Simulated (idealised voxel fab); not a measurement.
process module | voxel wiring stack
For reference, the cross-section in this document is cut, with width 205 nm and square cells of 5 nm.
In this document a cross-section is written as a grid of square cells. It is given as a series of bands, listed from the top down, and a band is one or more rows of cells.
A band entry consists of two parts. The first gives the height of the band's top and the height of its bottom, in nm. The rest lists the band's materials from left to right, each with its width in nm. A single material labelled with the word "full width" fills the band from edge to edge, and the word "empty" marks empty space.
Below 0: as-received wafer, all one material; heights counted from there. Lowest band: no bottom, goes on down, written "top 0, no bottom".
Quick explanation for "30 to 40": the width changes in equal steps down the rows of cells, from the first number in the band's top row to the second number in its bottom row.
You'll sometimes find "all unchanged" written for a step, and that's the way of saying that nowhere in the cross-section did a cell change during that step.
Basically, "Enclosed void inventory" tells you about the enclosed voids: empty spaces with no open way to the top, 8 cells or bigger, each written width x height at distance, where distance is from the left edge, all in nm.
Where a step's line continues beyond its settings, the continuation is a remark by the simulator itself on that step.
The line of a step may include "overlay nm". On a step with a mask, this value is how far to the right of its planned place the mask lay. A negative value means the mask lay to the left.
# The steps planned for the process are as follows
| 1 | RECEIVE: material Si |
| 2 | CONFORMAL_DEP: material SiO2, thk nm 15 |
| 3 | DIRECTIONAL_DEP: material TiN, thk nm 5 |
| 4 | DIRECTIONAL_DEP: material W, thk nm 25 |
| 5 | PATTERN: tone cover, mask id METAL_1, material resist, width nm 30, pitch nm 55, thk nm 15, overlay nm 0 |
| 6 | DIRECTIONAL_ETCH: etch materials W, depth nm 25 |
| 7 | DIRECTIONAL_ETCH: etch materials TiN, depth nm 5 |
| 8 | STRIP: etch materials resist |
| 9 | FILL_DEP: material lowk, thk nm 5 |
| 10 | CMP: height nm 45 |
| 11 | CONFORMAL_DEP: material SiCN, thk nm 5 |
| 12 | DIRECTIONAL_DEP: material SiO2, thk nm 20 |
| 13 | DIRECTIONAL_DEP: material aC, thk nm 10 |
| 14 | PATTERN: tone open, mask id PLUG_1, material resist, width nm 15, pitch nm 110, thk nm 30, overlay nm 0 |
| 15 | DIRECTIONAL_ETCH: etch materials aC, depth nm 10 |
| 16 | STRIP: etch materials resist |
| 17 | DIRECTIONAL_ETCH: etch materials SiO2, depth nm 20 |
| 18 | DIRECTIONAL_ETCH: etch materials SiCN, depth nm 5 |
| 19 | STRIP: etch materials aC |
| 20 | CONFORMAL_DEP: material TiN, thk nm 5 |
| 21 | FILL_DEP: material W, thk nm 5 |
| 22 | CMP: height nm 70 |
| 23 | DIRECTIONAL_DEP: material TiN, thk nm 5 |
| 24 | DIRECTIONAL_DEP: material W, thk nm 15 |
| 25 | PATTERN: tone cover, mask id METAL_2, material resist, width nm 30, pitch nm 55, thk nm 20, overlay nm 0 |
| 26 | DIRECTIONAL_ETCH: etch materials W, depth nm 15 |
| 27 | DIRECTIONAL_ETCH: etch materials TiN, depth nm 5 |
| 28 | STRIP: etch materials resist |
| 29 | FILL_DEP: material SiO2, thk nm 10 |
| 30 | CMP: height nm 90 |
| 31 | CONFORMAL_DEP: material SiCN, thk nm 5 |
| 32 | DIRECTIONAL_DEP: material lowk, thk nm 30 |
| 33 | PATTERN: tone open, mask id METAL_3_HOLES, material resist, width nm 15, pitch nm 55, thk nm 20, overlay nm 0 |
| 34 | DIRECTIONAL_ETCH: etch materials lowk, depth nm 30 |
| 35 | STRIP: etch materials resist |
| 36 | MASKED_ETCH: tone open, mask id METAL_3, width nm 30, pitch nm 55, etch materials lowk, depth nm 15, overlay nm 0 |
| 37 | MASKED_ETCH: tone open, mask id METAL_3, width nm 30, pitch nm 55, etch materials SiCN, depth nm 5, overlay nm 0 |
| 38 | CONFORMAL_DEP: material TiN, thk nm 5 |
| 39 | FILL_DEP: material Ru, thk nm 10 |
| 40 | CMP: height nm 125 |
| 41 | CONFORMAL_DEP: material SiN, thk nm 5 |
# Cross-section of the wafer upon arrival, representing the state reached after step 1
- top 0, no bottom  Si full width
- Enclosed void inventory: none
# Post-module cross-section of the first of two wafers (run per plan)
- top 130, bottom 125  SiN full width
- top 125, bottom 115  30 nm lowk; 5 nm TiN; 20 nm Ru; 5 nm TiN; 25 nm lowk; 5 nm TiN; 20 nm Ru; 5 nm TiN; 25 nm lowk; 5 nm TiN; 20 nm Ru; 5 nm TiN; 35 nm lowk
- top 115, bottom 110  30 nm lowk; 5 nm TiN; 5 nm Ru; 20 nm TiN; 25 nm lowk; 5 nm TiN; 5 nm Ru; 20 nm TiN; 25 nm lowk; 5 nm TiN; 5 nm Ru; 20 nm TiN; 35 nm lowk
- top 110, bottom 95  30 nm lowk; 5 nm TiN; 5 nm Ru; 5 nm TiN; 40 nm lowk; 5 nm TiN; 5 nm Ru; 5 nm TiN; 40 nm lowk; 5 nm TiN; 5 nm Ru; 5 nm TiN; 50 nm lowk
- top 95, bottom 90  30 nm SiCN; 15 nm TiN; 40 nm SiCN; 15 nm TiN; 40 nm SiCN; 15 nm TiN; 50 nm SiCN
- top 90, bottom 75  30 nm SiO2; 30 nm W; 25 nm SiO2; 30 nm W; 25 nm SiO2; 30 nm W; 35 nm SiO2
- top 75, bottom 70  30 nm SiO2; 30 nm TiN; 25 nm SiO2; 30 nm TiN; 25 nm SiO2; 30 nm TiN; 35 nm SiO2
- top 70, bottom 50  30 nm SiO2; 5 nm TiN; 5 nm W; 5 nm TiN; 95 nm SiO2; 5 nm TiN; 5 nm W; 5 nm TiN; 50 nm SiO2
- top 50, bottom 45  30 nm SiCN; 15 nm TiN; 95 nm SiCN; 15 nm TiN; 50 nm SiCN
- top 45, bottom 20  30 nm lowk; 30 nm W; 25 nm lowk; 30 nm W; 25 nm lowk; 30 nm W; 35 nm lowk
- top 20, bottom 15  30 nm lowk; 30 nm TiN; 25 nm lowk; 30 nm TiN; 25 nm lowk; 30 nm TiN; 35 nm lowk
- top 15, bottom 0  SiO2 full width
- top 0, no bottom  Si full width
- Enclosed void inventory: none
# Cross-section, wafer two of two, end of module: same start and plan as wafer one, one error in execution
- top 130, bottom 125  SiN full width
- top 125, bottom 115  30 nm lowk; 5 nm TiN; 20 nm Ru; 5 nm TiN; 25 nm lowk; 5 nm TiN; 20 nm Ru; 5 nm TiN; 25 nm lowk; 5 nm TiN; 20 nm Ru; 5 nm TiN; 35 nm lowk
- top 115, bottom 110  30 nm lowk; 15 nm TiN; 5 nm Ru; 10 nm TiN; 25 nm lowk; 15 nm TiN; 5 nm Ru; 10 nm TiN; 25 nm lowk; 15 nm TiN; 5 nm Ru; 10 nm TiN; 35 nm lowk
- top 110, bottom 95  40 nm lowk; 5 nm TiN; 5 nm Ru; 5 nm TiN; 40 nm lowk; 5 nm TiN; 5 nm Ru; 5 nm TiN; 40 nm lowk; 5 nm TiN; 5 nm Ru; 5 nm TiN; 40 nm lowk
- top 95, bottom 90  40 nm SiCN; 15 nm TiN; 40 nm SiCN; 15 nm TiN; 40 nm SiCN; 15 nm TiN; 40 nm SiCN
- top 90, bottom 75  30 nm SiO2; 30 nm W; 25 nm SiO2; 30 nm W; 25 nm SiO2; 30 nm W; 35 nm SiO2
- top 75, bottom 70  30 nm SiO2; 30 nm TiN; 25 nm SiO2; 30 nm TiN; 25 nm SiO2; 30 nm TiN; 35 nm SiO2
- top 70, bottom 50  30 nm SiO2; 5 nm TiN; 5 nm W; 5 nm TiN; 95 nm SiO2; 5 nm TiN; 5 nm W; 5 nm TiN; 50 nm SiO2
- top 50, bottom 45  30 nm SiCN; 15 nm TiN; 95 nm SiCN; 15 nm TiN; 50 nm SiCN
- top 45, bottom 20  30 nm lowk; 30 nm W; 25 nm lowk; 30 nm W; 25 nm lowk; 30 nm W; 35 nm lowk
- top 20, bottom 15  30 nm lowk; 30 nm TiN; 25 nm lowk; 30 nm TiN; 25 nm lowk; 30 nm TiN; 35 nm lowk
- top 15, bottom 0  SiO2 full width
- top 0, no bottom  Si full width
- Enclosed void inventory: none
What was done differently from what was planned? step 33 did not use the planned setting and instead ran as PATTERN: tone open, mask id METAL_3_HOLES, material resist, width nm 15, pitch nm 55, thk nm 20, overlay nm 10
Both wafers, final: cells per material equal; arrangement not.
